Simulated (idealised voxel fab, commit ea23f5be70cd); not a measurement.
The name of this process module is voxel capacitor over wiring.
Pictured: cross-section cut, 165 nm wide, on a grid of 5 nm square cells.
Each cross-section below is a grid of square cells, stated as bands in top-down order, with one or more rows of cells making up each band. In this notation a band is specified by the heights of its top and bottom, in that order and in nm, after which its materials appear from left to right, each paired with its width in nm. The word "full width" attached to a single material means that material fills the band from edge to edge; the word "air" stands for empty space. Ref level 0: as-received wafer is one material below here. Bottom band extends down with no lower bound ("0 down"). The expression "30 to 40" gives the width at the extremes of the band, the first number at its top row of cells and the second at its bottom row, with the width changing by equal amounts from each row to the next in between. "remained the same", as given for a step, is the statement that not any cell of the cross-section underwent a change during that step. This entry, "Enclosed internal cavities", enumerates those empty regions of no fewer than 8 cells that possess no open connection to the top. Each region is reported in the form width x height at distance, the distance being taken from the left edge, with all three quantities expressed in nm. Heads up: the bit after the settings on a step's line is the simulator's remark on that step. "overlay nm" on a masked step: distance the mask lay right of its planned place, negative for left. Before/after cross-section pairs, one process step each; after shown to lowest changed band; step and settings beneath. Pairs may be from different runs of this module on the same starting wafer; a pair continues from the one above only where its "Pre-step condition" entry says so.

-- Pre-step condition
  75 to 60  resist (20) / air (30) / resist (65) / air (30) / resist (20)
  60 to 35  SiO2 (20) / air (30) / SiO2 (65) / air (30) / SiO2 (20)
  35 to 30  SiCN (20) / air (30) / SiCN (65) / air (30) / SiCN (20)
  30 to 0  SiO2 full width
  0 down  Si full width
  Enclosed internal cavities: none

-- Post-Process View
  60 to 35  SiO2 (20) / air (30) / SiO2 (65) / air (30) / SiO2 (20)
  Below a height of 35, the structure has not been altered.
  Enclosed internal cavities: none
The process step separating the two cross-sections depicted above is as follows: op STRIP | etch materials resist

Pre-step condition: For the state before this step, see the after cross-section of the pair located directly above.

-- Post-Process View
  65 to 60  TiN (25) / air (20) / TiN (75) / air (20) / TiN (25)
  60 to 35  SiO2 (20) / TiN (5) / air (20) / TiN (5) / SiO2 (65) / TiN (5) / air (20) / TiN (5) / SiO2 (20)
  35 to 30  SiCN (20) / TiN (30) / SiCN (65) / TiN (30) / SiCN (20)
  Below a height of 30, the structure has not been altered.
  Enclosed internal cavities: none
The process step separating the two cross-sections depicted above is as follows: op CONFORMAL_DEP | material TiN | thk nm 5

Pre-step condition: For the state before this step, see the after cross-section of the pair located directly above.

-- Post-Process View
  70 to 65  Ru full width
  65 to 60  TiN (25) / Ru (20) / TiN (75) / Ru (20) / TiN (25)
  60 to 35  SiO2 (20) / TiN (5) / Ru (20) / TiN (5) / SiO2 (65) / TiN (5) / Ru (20) / TiN (5) / SiO2 (20)
  Below a height of 35, the structure has not been altered.
  Enclosed internal cavities: none
The process step separating the two cross-sections depicted above is as follows: op FILL_DEP | material Ru | thk nm 5

Pre-step condition: For the state before this step, see the after cross-section of the pair located directly above.

-- Post-Process View
  45 to 35  SiO2 (20) / TiN (5) / Ru (20) / TiN (5) / SiO2 (65) / TiN (5) / Ru (20) / TiN (5) / SiO2 (20)
  Below a height of 35, the structure has not been altered.
  Enclosed internal cavities: none
The process step separating the two cross-sections depicted above is as follows: op CMP | height nm 45

Pre-step condition: For the state before this step, see the after cross-section of the pair located directly above.

-- Post-Process View
  50 to 45  air (15) / Ru (40) / air (55) / Ru (40) / air (15)
  Below a height of 45, the structure has not been altered.
  Enclosed internal cavities: none
The process step separating the two cross-sections depicted above is as follows: op EPI | material Ru | thk nm 5

Pre-step condition: For the state before this step, see the after cross-section of the pair located directly above.

-- Post-Process View
  55 to 50  SiCN full width
  50 to 45  SiCN (15) / Ru (40) / SiCN (55) / Ru (40) / SiCN (15)
  Below a height of 45, the structure has not been altered.
  Enclosed internal cavities: none
The process step separating the two cross-sections depicted above is as follows: op FILL_DEP | material SiCN | thk nm 5

Pre-step condition: For the state before this step, see the after cross-section of the pair located directly above.

-- Post-Process View
  75 to 55  SiO2 full width
  Below a height of 55, the structure has not been altered.
  Enclosed internal cavities: none
The process step separating the two cross-sections depicted above is as follows: op DIRECTIONAL_DEP | material SiO2 | thk nm 20

Pre-step condition: For the state before this step, see the after cross-section of the pair located directly above.

-- Post-Process View
  85 to 75  aC full width
  Below a height of 75, the structure has not been altered.
  Enclosed internal cavities: none
The process step separating the two cross-sections depicted above is as follows: op DIRECTIONAL_DEP | material aC | thk nm 10

Pre-step condition: For the state before this step, see the after cross-section of the pair located directly above.

-- Post-Process View
  110 to 85  resist (35) / air (15) / resist (115)
  Below a height of 85, the structure has not been altered.
  Enclosed internal cavities: none
The process step separating the two cross-sections depicted above is as follows: op PATTERN | tone open | mask id PLUG_1 | material resist | width nm 15 | thk nm 25 | overlay nm 0

Pre-step condition: For the state before this step, see the after cross-section of the pair located directly above.

-- Post-Process View
  100 to 85  resist (35) / air (15) / resist (115)
  85 to 75  aC (35) / air (15) / aC (115)
  Below a height of 75, the structure has not been altered.
  Enclosed internal cavities: none
The process step separating the two cross-sections depicted above is as follows: op DIRECTIONAL_ETCH | etch materials aC | depth nm 10

Pre-step condition: For the state before this step, see the after cross-section of the pair located directly above.

-- Post-Process View
  85 to 75  aC (35) / air (15) / aC (115)
  Below a height of 75, the structure has not been altered.
  Enclosed internal cavities: none
The process step separating the two cross-sections depicted above is as follows: op STRIP | etch materials resist

Pre-step condition: For the state before this step, see the after cross-section of the pair located directly above.

-- Post-Process View
  85 to 75  aC (35) / air (15) / aC (115)
  75 to 55  SiO2 (35) / air (15) / SiO2 (115)
  Below a height of 55, the structure has not been altered.
  Enclosed internal cavities: none
The process step separating the two cross-sections depicted above is as follows: op DIRECTIONAL_ETCH | etch materials SiO2 | depth nm 20

Pre-step condition: For the state before this step, see the after cross-section of the pair located directly above.

-- Post-Process View
  85 to 75  aC (35) / air (15) / aC (115)
  75 to 55  SiO2 (35) / air (15) / SiO2 (115)
  55 to 50  SiCN (35) / air (15) / SiCN (115)
  Below a height of 50, the structure has not been altered.
  Enclosed internal cavities: none
The process step separating the two cross-sections depicted above is as follows: op DIRECTIONAL_ETCH | etch materials SiCN | depth nm 5

Pre-step condition: For the state before this step, see the after cross-section of the pair located directly above.

-- Post-Process View
  75 to 55  SiO2 (35) / air (15) / SiO2 (115)
  Below a height of 55, the structure has not been altered.
  Enclosed internal cavities: none
The process step separating the two cross-sections depicted above is as follows: op STRIP | etch materials aC

Pre-step condition: For the state before this step, see the after cross-section of the pair located directly above.

-- Post-Process View
  80 to 75  TiN (40) / air (5) / TiN (120)
  75 to 55  SiO2 (35) / TiN (5) / air (5) / TiN (5) / SiO2 (115)
  55 to 50  SiCN (35) / TiN (15) / SiCN (115)
  Below a height of 50, the structure has not been altered.
  Enclosed internal cavities: none
The process step separating the two cross-sections depicted above is as follows: op CONFORMAL_DEP | material TiN | thk nm 5

Pre-step condition: For the state before this step, see the after cross-section of the pair located directly above.

-- Post-Process View
  85 to 80  W full width
  80 to 75  TiN (40) / W (5) / TiN (120)
  75 to 55  SiO2 (35) / TiN (5) / W (5) / TiN (5) / SiO2 (115)
  Below a height of 55, the structure has not been altered.
  Enclosed internal cavities: none
The process step separating the two cross-sections depicted above is as follows: op FILL_DEP | material W | thk nm 5

Pre-step condition: For the state before this step, see the after cross-section of the pair located directly above.

-- Post-Process View
  75 to 55  SiO2 (35) / TiN (5) / W (5) / TiN (5) / SiO2 (115)
  Below a height of 55, the structure has not been altered.
  Enclosed internal cavities: none
The process step separating the two cross-sections depicted above is as follows: op CMP | height nm 75

Pre-step condition: For the state before this step, see the after cross-section of the pair located directly above.

-- Post-Process View
  80 to 75  TiN full width
  Below a height of 75, the structure has not been altered.
  Enclosed internal cavities: none
The process step separating the two cross-sections depicted above is as follows: op DIRECTIONAL_DEP | material TiN | thk nm 5

Pre-step condition: For the state before this step, see the after cross-section of the pair located directly above.

-- Post-Process View
  85 to 80  SiN full width
  Below a height of 80, the structure has not been altered.
  Enclosed internal cavities: none
The process step separating the two cross-sections depicted above is as follows: op DIRECTIONAL_DEP | material SiN | thk nm 5

Pre-step condition: For the state before this step, see the after cross-section of the pair located directly above.

-- Post-Process View
  95 to 85  TiN full width
  Below a height of 85, the structure has not been altered.
  Enclosed internal cavities: none
The process step separating the two cross-sections depicted above is as follows: op DIRECTIONAL_DEP | material TiN | thk nm 10

Pre-step condition: For the state before this step, see the after cross-section of the pair located directly above.

-- Post-Process View
  95 to 85  air (35) / TiN (70) / air (60)
  Below a height of 85, the structure has not been altered.
  Enclosed internal cavities: none
The process step separating the two cross-sections depicted above is as follows: op MASKED_ETCH | tone cover | mask id UPPER_PLATE | width nm 70 | etch materials TiN | depth nm 10 | overlay nm 0

Pre-step condition: For the state before this step, see the after cross-section of the pair located directly above.

-- Post-Process View
  95 to 85  air (35) / TiN (70) / air (60)
  85 to 80  air (35) / SiN (70) / air (60)
  Below a height of 80, the structure has not been altered.
  Enclosed internal cavities: none
The process step separating the two cross-sections depicted above is as follows: op MASKED_ETCH | tone cover | mask id UPPER_PLATE | width nm 70 | etch materials SiN | depth nm 5 | overlay nm 0

Pre-step condition: For the state before this step, see the after cross-section of the pair located directly above.

-- Post-Process View
  110 to 95  air (30) / resist (80) / air (55)
  95 to 85  air (30) / resist (5) / TiN (70) / resist (5) / air (55)
  85 to 80  air (30) / resist (5) / SiN (70) / resist (5) / air (55)
  Below a height of 80, the structure has not been altered.
  Enclosed internal cavities: none
The process step separating the two cross-sections depicted above is as follows: op PATTERN | tone cover | mask id LOWER_PLATE | material resist | width nm 80 | thk nm 15 | overlay nm 0

Pre-step condition: For the state before this step, see the after cross-section of the pair located directly above.

-- Post-Process View
  110 to 95  air (30) / resist (80) / air (55)
  95 to 85  air (30) / resist (5) / TiN (70) / resist (5) / air (55)
  85 to 80  air (30) / resist (5) / SiN (70) / resist (5) / air (55)
  80 to 75  air (30) / TiN (80) / air (55)
  Below a height of 75, the structure has not been altered.
  Enclosed internal cavities: none
The process step separating the two cross-sections depicted above is as follows: op DIRECTIONAL_ETCH | etch materials TiN | depth nm 5

Pre-step condition: For the state before this step, see the after cross-section of the pair located directly above.

-- Post-Process View
  95 to 85  air (35) / TiN (70) / air (60)
  85 to 80  air (35) / SiN (70) / air (60)
  Below a height of 80, the structure has not been altered.
  Enclosed internal cavities: none
The process step separating the two cross-sections depicted above is as follows: op STRIP | etch materials resist

Pre-step condition: For the state before this step, see the after cross-section of the pair located directly above.

-- Post-Process View
  110 to 95  SiO2 full width
  95 to 85  SiO2 (35) / TiN (70) / SiO2 (60)
  85 to 80  SiO2 (35) / SiN (70) / SiO2 (60)
  80 to 75  SiO2 (30) / TiN (80) / SiO2 (55)
  Below a height of 75, the structure has not been altered.
  Enclosed internal cavities: none
The process step separating the two cross-sections depicted above is as follows: op FILL_DEP | material SiO2 | thk nm 15

Pre-step condition: For the state before this step, see the after cross-section of the pair located directly above.

-- Post-Process View
  105 to 95  SiO2 full width
  Below a height of 95, the structure has not been altered.
  Enclosed internal cavities: none
The process step separating the two cross-sections depicted above is as follows: op CMP | height nm 105

Pre-step condition: For the state before this step, see the after cross-section of the pair located directly above.

-- Post-Process View
  125 to 105  resist (45) / air (15) / resist (105)
  Below a height of 105, the structure has not been altered.
  Enclosed internal cavities: none
The process step separating the two cross-sections depicted above is as follows: op PATTERN | tone open | mask id PLUG_2 | material resist | width nm 15 | thk nm 20 | overlay nm 0

Pre-step condition: For the state before this step, see the after cross-section of the pair located directly above.

-- Post-Process View
  125 to 105  resist (45) / air (15) / resist (105)
  105 to 95  SiO2 (45) / air (15) / SiO2 (105)
  Below a height of 95, the structure has not been altered.
  Enclosed internal cavities: none
The process step separating the two cross-sections depicted above is as follows: op DIRECTIONAL_ETCH | etch materials SiO2 | depth nm 10

Pre-step condition: For the state before this step, see the after cross-section of the pair located directly above.

-- Post-Process View
  105 to 95  SiO2 (45) / air (15) / SiO2 (105)
  Below a height of 95, the structure has not been altered.
  Enclosed internal cavities: none
The process step separating the two cross-sections depicted above is as follows: op STRIP | etch materials resist

Pre-step condition: For the state before this step, see the after cross-section of the pair located directly above.

-- Post-Process View
  110 to 105  TiN (50) / air (5) / TiN (110)
  105 to 100  SiO2 (45) / TiN (5) / air (5) / TiN (5) / SiO2 (105)
  100 to 95  SiO2 (45) / TiN (15) / SiO2 (105)
  Below a height of 95, the structure has not been altered.
  Enclosed internal cavities: none
The process step separating the two cross-sections depicted above is as follows: op CONFORMAL_DEP | material TiN | thk nm 5

Pre-step condition: For the state before this step, see the after cross-section of the pair located directly above.

-- Post-Process View
  115 to 110  Cu full width
  110 to 105  TiN (50) / Cu (5) / TiN (110)
  105 to 100  SiO2 (45) / TiN (5) / Cu (5) / TiN (5) / SiO2 (105)
  Below a height of 100, the structure has not been altered.
  Enclosed internal cavities: none
The process step separating the two cross-sections depicted above is as follows: op FILL_DEP | material Cu | thk nm 5

Pre-step condition: For the state before this step, see the after cross-section of the pair located directly above.

-- Post-Process View
  105 to 100  SiO2 (45) / TiN (5) / Cu (5) / TiN (5) / SiO2 (105)
  Below a height of 100, the structure has not been altered.
  Enclosed internal cavities: none
The process step separating the two cross-sections depicted above is as follows: op CMP | height nm 105

Pre-step condition: For the state before this step, see the after cross-section of the pair located directly above.

-- Post-Process View
  110 to 105  SiCN full width
  Below a height of 105, the structure has not been altered.
  Enclosed internal cavities: none
The process step separating the two cross-sections depicted above is as follows: op CONFORMAL_DEP | material SiCN | thk nm 5

-- Pre-step condition
  40 to 0  SiO2 full width
  0 down  Si full width
  Enclosed internal cavities: none

-- Post-Process View
  45 to 40  SiCN full width
  Below a height of 40, the structure has not been altered.
  Enclosed internal cavities: none
The process step separating the two cross-sections depicted above is as follows: op CONFORMAL_DEP | material SiCN | thk nm 5

Pre-step condition: For the state before this step, see the after cross-section of the pair located directly above.

-- Post-Process View
  60 to 45  resist (20) / air (30) / resist (65) / air (30) / resist (20)
  Below a height of 45, the structure has not been altered.
  Enclosed internal cavities: none
The process step separating the two cross-sections depicted above is as follows: op PATTERN | tone open | mask id METAL_1 | material resist | width nm 30 | pitch nm 95 | thk nm 15 | overlay nm 0

Pre-step condition: For the state before this step, see the after cross-section of the pair located directly above.

-- Post-Process View
  60 to 45  resist (20) / air (30) / resist (65) / air (30) / resist (20)
  45 to 40  SiCN (20) / air (30) / SiCN (65) / air (30) / SiCN (20)
  Below a height of 40, the structure has not been altered.
  Enclosed internal cavities: none
The process step separating the two cross-sections depicted above is as follows: op DIRECTIONAL_ETCH | etch materials SiCN | depth nm 5

Pre-step condition: For the state before this step, see the after cross-section of the pair located directly above.

-- Post-Process View
  45 to 40  SiCN (20) / air (30) / SiCN (65) / air (30) / SiCN (20)
  Below a height of 40, the structure has not been altered.
  Enclosed internal cavities: none
The process step separating the two cross-sections depicted above is as follows: op STRIP | etch materials resist

Pre-step condition: For the state before this step, see the after cross-section of the pair located directly above.

-- Post-Process View
  50 to 45  TiN (25) / air (20) / TiN (75) / air (20) / TiN (25)
  45 to 40  SiCN (20) / TiN (30) / SiCN (65) / TiN (30) / SiCN (20)
  Below a height of 40, the structure has not been altered.
  Enclosed internal cavities: none
The process step separating the two cross-sections depicted above is as follows: op CONFORMAL_DEP | material TiN | thk nm 5

Pre-step condition: For the state before this step, see the after cross-section of the pair located directly above.

-- Post-Process View
  55 to 50  Ru full width
  50 to 45  TiN (25) / Ru (20) / TiN (75) / Ru (20) / TiN (25)
  Below a height of 45, the structure has not been altered.
  Enclosed internal cavities: none
The process step separating the two cross-sections depicted above is as follows: op FILL_DEP | material Ru | thk nm 5

Pre-step condition: For the state before this step, see the after cross-section of the pair located directly above.

-- Post-Process View
  45 to 40  SiCN (20) / TiN (30) / SiCN (65) / TiN (30) / SiCN (20)
  Below a height of 40, the structure has not been altered.
  Enclosed internal cavities: none
The process step separating the two cross-sections depicted above is as follows: op CMP | height nm 45

Pre-step condition: For the state before this step, see the after cross-section of the pair located directly above.

-- Post-Process View
  50 to 45  air (15) / Ru (40) / air (55) / Ru (40) / air (15)
  Below a height of 45, the structure has not been altered.
  Enclosed internal cavities: none
The process step separating the two cross-sections depicted above is as follows: op EPI | material Ru | thk nm 5

Pre-step condition: For the state before this step, see the after cross-section of the pair located directly above.

-- Post-Process View
  55 to 50  SiCN full width
  50 to 45  SiCN (15) / Ru (40) / SiCN (55) / Ru (40) / SiCN (15)
  Below a height of 45, the structure has not been altered.
  Enclosed internal cavities: none
The process step separating the two cross-sections depicted above is as follows: op FILL_DEP | material SiCN | thk nm 5

Pre-step condition: For the state before this step, see the after cross-section of the pair located directly above.

-- Post-Process View
  75 to 55  SiO2 full width
  Below a height of 55, the structure has not been altered.
  Enclosed internal cavities: none
The process step separating the two cross-sections depicted above is as follows: op DIRECTIONAL_DEP | material SiO2 | thk nm 20

Pre-step condition: For the state before this step, see the after cross-section of the pair located directly above.

-- Post-Process View
  85 to 75  aC full width
  Below a height of 75, the structure has not been altered.
  Enclosed internal cavities: none
The process step separating the two cross-sections depicted above is as follows: op DIRECTIONAL_DEP | material aC | thk nm 10

Pre-step condition: For the state before this step, see the after cross-section of the pair located directly above.

-- Post-Process View
  110 to 85  resist (35) / air (15) / resist (115)
  Below a height of 85, the structure has not been altered.
  Enclosed internal cavities: none
The process step separating the two cross-sections depicted above is as follows: op PATTERN | tone open | mask id PLUG_1 | material resist | width nm 15 | thk nm 25 | overlay nm 0

Pre-step condition: For the state before this step, see the after cross-section of the pair located directly above.

-- Post-Process View
  100 to 85  resist (35) / air (15) / resist (115)
  85 to 75  aC (35) / air (15) / aC (115)
  Below a height of 75, the structure has not been altered.
  Enclosed internal cavities: none
The process step separating the two cross-sections depicted above is as follows: op DIRECTIONAL_ETCH | etch materials aC | depth nm 10

Pre-step condition: For the state before this step, see the after cross-section of the pair located directly above.

-- Post-Process View
  85 to 75  aC (35) / air (15) / aC (115)
  Below a height of 75, the structure has not been altered.
  Enclosed internal cavities: none
The process step separating the two cross-sections depicted above is as follows: op STRIP | etch materials resist

Pre-step condition: For the state before this step, see the after cross-section of the pair located directly above.

-- Post-Process View
  85 to 75  aC (35) / air (15) / aC (115)
  75 to 55  SiO2 (35) / air (15) / SiO2 (115)
  Below a height of 55, the structure has not been altered.
  Enclosed internal cavities: none
The process step separating the two cross-sections depicted above is as follows: op DIRECTIONAL_ETCH | etch materials SiO2 | depth nm 20

Pre-step condition: For the state before this step, see the after cross-section of the pair located directly above.

-- Post-Process View
  85 to 75  aC (35) / air (15) / aC (115)
  75 to 55  SiO2 (35) / air (15) / SiO2 (115)
  55 to 50  SiCN (35) / air (15) / SiCN (115)
  Below a height of 50, the structure has not been altered.
  Enclosed internal cavities: none
The process step separating the two cross-sections depicted above is as follows: op DIRECTIONAL_ETCH | etch materials SiCN | depth nm 5

Pre-step condition: For the state before this step, see the after cross-section of the pair located directly above.

-- Post-Process View
  75 to 55  SiO2 (35) / air (15) / SiO2 (115)
  Below a height of 55, the structure has not been altered.
  Enclosed internal cavities: none
The process step separating the two cross-sections depicted above is as follows: op STRIP | etch materials aC

Pre-step condition: For the state before this step, see the after cross-section of the pair located directly above.

-- Post-Process View
  80 to 75  TiN (40) / air (5) / TiN (120)
  75 to 55  SiO2 (35) / TiN (5) / air (5) / TiN (5) / SiO2 (115)
  55 to 50  SiCN (35) / TiN (15) / SiCN (115)
  Below a height of 50, the structure has not been altered.
  Enclosed internal cavities: none
The process step separating the two cross-sections depicted above is as follows: op CONFORMAL_DEP | material TiN | thk nm 5

Pre-step condition: For the state before this step, see the after cross-section of the pair located directly above.

-- Post-Process View
  85 to 80  W full width
  80 to 75  TiN (40) / W (5) / TiN (120)
  75 to 55  SiO2 (35) / TiN (5) / W (5) / TiN (5) / SiO2 (115)
  Below a height of 55, the structure has not been altered.
  Enclosed internal cavities: none
The process step separating the two cross-sections depicted above is as follows: op FILL_DEP | material W | thk nm 5

Pre-step condition: For the state before this step, see the after cross-section of the pair located directly above.

-- Post-Process View
  75 to 55  SiO2 (35) / TiN (5) / W (5) / TiN (5) / SiO2 (115)
  Below a height of 55, the structure has not been altered.
  Enclosed internal cavities: none
The process step separating the two cross-sections depicted above is as follows: op CMP | height nm 75

Pre-step condition: For the state before this step, see the after cross-section of the pair located directly above.

-- Post-Process View
  80 to 75  TiN full width
  Below a height of 75, the structure has not been altered.
  Enclosed internal cavities: none
The process step separating the two cross-sections depicted above is as follows: op DIRECTIONAL_DEP | material TiN | thk nm 5

Pre-step condition: For the state before this step, see the after cross-section of the pair located directly above.

-- Post-Process View
  85 to 80  SiN full width
  Below a height of 80, the structure has not been altered.
  Enclosed internal cavities: none
The process step separating the two cross-sections depicted above is as follows: op DIRECTIONAL_DEP | material SiN | thk nm 5

Pre-step condition: For the state before this step, see the after cross-section of the pair located directly above.

-- Post-Process View
  95 to 85  TiN full width
  Below a height of 85, the structure has not been altered.
  Enclosed internal cavities: none
The process step separating the two cross-sections depicted above is as follows: op DIRECTIONAL_DEP | material TiN | thk nm 10

Pre-step condition: For the state before this step, see the after cross-section of the pair located directly above.

-- Post-Process View
  95 to 85  air (35) / TiN (70) / air (60)
  Below a height of 85, the structure has not been altered.
  Enclosed internal cavities: none
The process step separating the two cross-sections depicted above is as follows: op MASKED_ETCH | tone cover | mask id UPPER_PLATE | width nm 70 | etch materials TiN | depth nm 10 | overlay nm 0

Pre-step condition: For the state before this step, see the after cross-section of the pair located directly above.

-- Post-Process View
  95 to 85  air (35) / TiN (70) / air (60)
  85 to 80  air (35) / SiN (70) / air (60)
  Below a height of 80, the structure has not been altered.
  Enclosed internal cavities: none
The process step separating the two cross-sections depicted above is as follows: op MASKED_ETCH | tone cover | mask id UPPER_PLATE | width nm 70 | etch materials SiN | depth nm 5 | overlay nm 0

Pre-step condition: For the state before this step, see the after cross-section of the pair located directly above.

-- Post-Process View
  110 to 95  air (30) / resist (80) / air (55)
  95 to 85  air (30) / resist (5) / TiN (70) / resist (5) / air (55)
  85 to 80  air (30) / resist (5) / SiN (70) / resist (5) / air (55)
  Below a height of 80, the structure has not been altered.
  Enclosed internal cavities: none
The process step separating the two cross-sections depicted above is as follows: op PATTERN | tone cover | mask id LOWER_PLATE | material resist | width nm 80 | thk nm 15 | overlay nm 0

Pre-step condition: For the state before this step, see the after cross-section of the pair located directly above.

-- Post-Process View
  110 to 95  air (30) / resist (80) / air (55)
  95 to 85  air (30) / resist (5) / TiN (70) / resist (5) / air (55)
  85 to 80  air (30) / resist (5) / SiN (70) / resist (5) / air (55)
  80 to 75  air (30) / TiN (80) / air (55)
  Below a height of 75, the structure has not been altered.
  Enclosed internal cavities: none
The process step separating the two cross-sections depicted above is as follows: op DIRECTIONAL_ETCH | etch materials TiN | depth nm 5

Pre-step condition: For the state before this step, see the after cross-section of the pair located directly above.

-- Post-Process View
  95 to 85  air (35) / TiN (70) / air (60)
  85 to 80  air (35) / SiN (70) / air (60)
  Below a height of 80, the structure has not been altered.
  Enclosed internal cavities: none
The process step separating the two cross-sections depicted above is as follows: op STRIP | etch materials resist

Pre-step condition: For the state before this step, see the after cross-section of the pair located directly above.

-- Post-Process View
  110 to 95  SiO2 full width
  95 to 85  SiO2 (35) / TiN (70) / SiO2 (60)
  85 to 80  SiO2 (35) / SiN (70) / SiO2 (60)
  80 to 75  SiO2 (30) / TiN (80) / SiO2 (55)
  Below a height of 75, the structure has not been altered.
  Enclosed internal cavities: none
The process step separating the two cross-sections depicted above is as follows: op FILL_DEP | material SiO2 | thk nm 15

Pre-step condition: For the state before this step, see the after cross-section of the pair located directly above.

-- Post-Process View
  105 to 95  SiO2 full width
  Below a height of 95, the structure has not been altered.
  Enclosed internal cavities: none
The process step separating the two cross-sections depicted above is as follows: op CMP | height nm 105

Pre-step condition: For the state before this step, see the after cross-section of the pair located directly above.

-- Post-Process View
  125 to 105  resist (45) / air (15) / resist (105)
  Below a height of 105, the structure has not been altered.
  Enclosed internal cavities: none
The process step separating the two cross-sections depicted above is as follows: op PATTERN | tone open | mask id PLUG_2 | material resist | width nm 15 | thk nm 20 | overlay nm 0

Pre-step condition: For the state before this step, see the after cross-section of the pair located directly above.

-- Post-Process View
  125 to 105  resist (45) / air (15) / resist (105)
  105 to 95  SiO2 (45) / air (15) / SiO2 (105)
  Below a height of 95, the structure has not been altered.
  Enclosed internal cavities: none
The process step separating the two cross-sections depicted above is as follows: op DIRECTIONAL_ETCH | etch materials SiO2 | depth nm 10

Pre-step condition: For the state before this step, see the after cross-section of the pair located directly above.

-- Post-Process View
  105 to 95  SiO2 (45) / air (15) / SiO2 (105)
  Below a height of 95, the structure has not been altered.
  Enclosed internal cavities: none
The process step separating the two cross-sections depicted above is as follows: op STRIP | etch materials resist

Pre-step condition: For the state before this step, see the after cross-section of the pair located directly above.

-- Post-Process View
  110 to 105  TiN (50) / air (5) / TiN (110)
  105 to 100  SiO2 (45) / TiN (5) / air (5) / TiN (5) / SiO2 (105)
  100 to 95  SiO2 (45) / TiN (15) / SiO2 (105)
  Below a height of 95, the structure has not been altered.
  Enclosed internal cavities: none
The process step separating the two cross-sections depicted above is as follows: op CONFORMAL_DEP | material TiN | thk nm 5

Pre-step condition: For the state before this step, see the after cross-section of the pair located directly above.

-- Post-Process View
  115 to 110  Cu full width
  110 to 105  TiN (50) / Cu (5) / TiN (110)
  105 to 100  SiO2 (45) / TiN (5) / Cu (5) / TiN (5) / SiO2 (105)
  Below a height of 100, the structure has not been altered.
  Enclosed internal cavities: none
The process step separating the two cross-sections depicted above is as follows: op FILL_DEP | material Cu | thk nm 5

Pre-step condition: For the state before this step, see the after cross-section of the pair located directly above.

-- Post-Process View
  105 to 100  SiO2 (45) / TiN (5) / Cu (5) / TiN (5) / SiO2 (105)
  Below a height of 100, the structure has not been altered.
  Enclosed internal cavities: none
The process step separating the two cross-sections depicted above is as follows: op CMP | height nm 105

Pre-step condition: For the state before this step, see the after cross-section of the pair located directly above.

-- Post-Process View
  110 to 105  SiCN full width
  Below a height of 105, the structure has not been altered.
  Enclosed internal cavities: none
The process step separating the two cross-sections depicted above is as follows: op CONFORMAL_DEP | material SiCN | thk nm 5

-- Pre-step condition
  115 to 110  Cu full width
  110 to 105  TiN (50) / Cu (5) / TiN (110)
  105 to 100  SiO2 (45) / TiN (5) / Cu (5) / TiN (5) / SiO2 (105)
  100 to 95  SiO2 (45) / TiN (15) / SiO2 (105)
  95 to 85  SiO2 (35) / TiN (70) / SiO2 (60)
  85 to 80  SiO2 (35) / SiN (70) / SiO2 (60)
  80 to 75  SiO2 (30) / TiN (80) / SiO2 (55)
  75 to 55  SiO2 (35) / TiN (5) / W (5) / TiN (5) / SiO2 (115)
  55 to 50  SiCN (35) / TiN (15) / SiCN (115)
  50 to 45  SiCN (15) / Ru (40) / SiCN (55) / Ru (40) / SiCN (15)
  45 to 20  SiO2 (20) / TiN (5) / Ru (20) / TiN (5) / SiO2 (65) / TiN (5) / Ru (20) / TiN (5) / SiO2 (20)
  20 to 15  SiCN (20) / TiN (30) / SiCN (65) / TiN (30) / SiCN (20)
  15 to 0  SiO2 full width
  0 down  Si full width
  Enclosed internal cavities: none

-- Post-Process View
  95 to 85  SiO2 (35) / TiN (70) / SiO2 (60)
  Below a height of 85, the structure has not been altered.
  Enclosed internal cavities: none
The process step separating the two cross-sections depicted above is as follows: op CMP | height nm 95

Pre-step condition: For the state before this step, see the after cross-section of the pair located directly above.

-- Post-Process View
  100 to 95  SiCN full width
  Below a height of 95, the structure has not been altered.
  Enclosed internal cavities: none
The process step separating the two cross-sections depicted above is as follows: op CONFORMAL_DEP | material SiCN | thk nm 5

-- Pre-step condition
  95 to 85  air (35) / TiN (70) / air (60)
  85 to 80  air (35) / SiN (70) / air (60)
  80 to 75  TiN full width
  75 to 55  SiO2 (35) / TiN (5) / W (5) / TiN (5) / SiO2 (115)
  55 to 50  SiCN (35) / TiN (15) / SiCN (115)
  50 to 45  SiCN (15) / Ru (40) / SiCN (55) / Ru (40) / SiCN (15)
  45 to 20  SiO2 (20) / TiN (5) / Ru (20) / TiN (5) / SiO2 (65) / TiN (5) / Ru (20) / TiN (5) / SiO2 (20)
  20 to 15  SiCN (20) / TiN (30) / SiCN (65) / TiN (30) / SiCN (20)
  15 to 0  SiO2 full width
  0 down  Si full width
  Enclosed internal cavities: none

-- Post-Process View
  110 to 95  air (35) / resist (70) / air (60)
  Below a height of 95, the structure has not been altered.
  Enclosed internal cavities: none
The process step separating the two cross-sections depicted above is as follows: op PATTERN | tone cover | mask id LOWER_PLATE | material resist | width nm 70 | thk nm 15 | overlay nm 0

Pre-step condition: For the state before this step, see the after cross-section of the pair located directly above.

-- Post-Process View
  110 to 95  air (35) / resist (70) / air (60)
  95 to 85  air (35) / TiN (70) / air (60)
  85 to 80  air (35) / SiN (70) / air (60)
  80 to 75  air (35) / TiN (70) / air (60)
  Below a height of 75, the structure has not been altered.
  Enclosed internal cavities: none
The process step separating the two cross-sections depicted above is as follows: op DIRECTIONAL_ETCH | etch materials TiN | depth nm 5

Pre-step condition: For the state before this step, see the after cross-section of the pair located directly above.

-- Post-Process View
  95 to 85  air (35) / TiN (70) / air (60)
  Below a height of 85, the structure has not been altered.
  Enclosed internal cavities: none
The process step separating the two cross-sections depicted above is as follows: op STRIP | etch materials resist

Pre-step condition: For the state before this step, see the after cross-section of the pair located directly above.

-- Post-Process View
  110 to 95  SiO2 full width
  95 to 85  SiO2 (35) / TiN (70) / SiO2 (60)
  85 to 80  SiO2 (35) / SiN (70) / SiO2 (60)
  80 to 75  SiO2 (35) / TiN (70) / SiO2 (60)
  Below a height of 75, the structure has not been altered.
  Enclosed internal cavities: none
The process step separating the two cross-sections depicted above is as follows: op FILL_DEP | material SiO2 | thk nm 15

Pre-step condition: For the state before this step, see the after cross-section of the pair located directly above.

-- Post-Process View
  105 to 95  SiO2 full width
  Below a height of 95, the structure has not been altered.
  Enclosed internal cavities: none
The process step separating the two cross-sections depicted above is as follows: op CMP | height nm 105

Pre-step condition: For the state before this step, see the after cross-section of the pair located directly above.

-- Post-Process View
  125 to 105  resist (45) / air (15) / resist (105)
  Below a height of 105, the structure has not been altered.
  Enclosed internal cavities: none
The process step separating the two cross-sections depicted above is as follows: op PATTERN | tone open | mask id PLUG_2 | material resist | width nm 15 | thk nm 20 | overlay nm 0
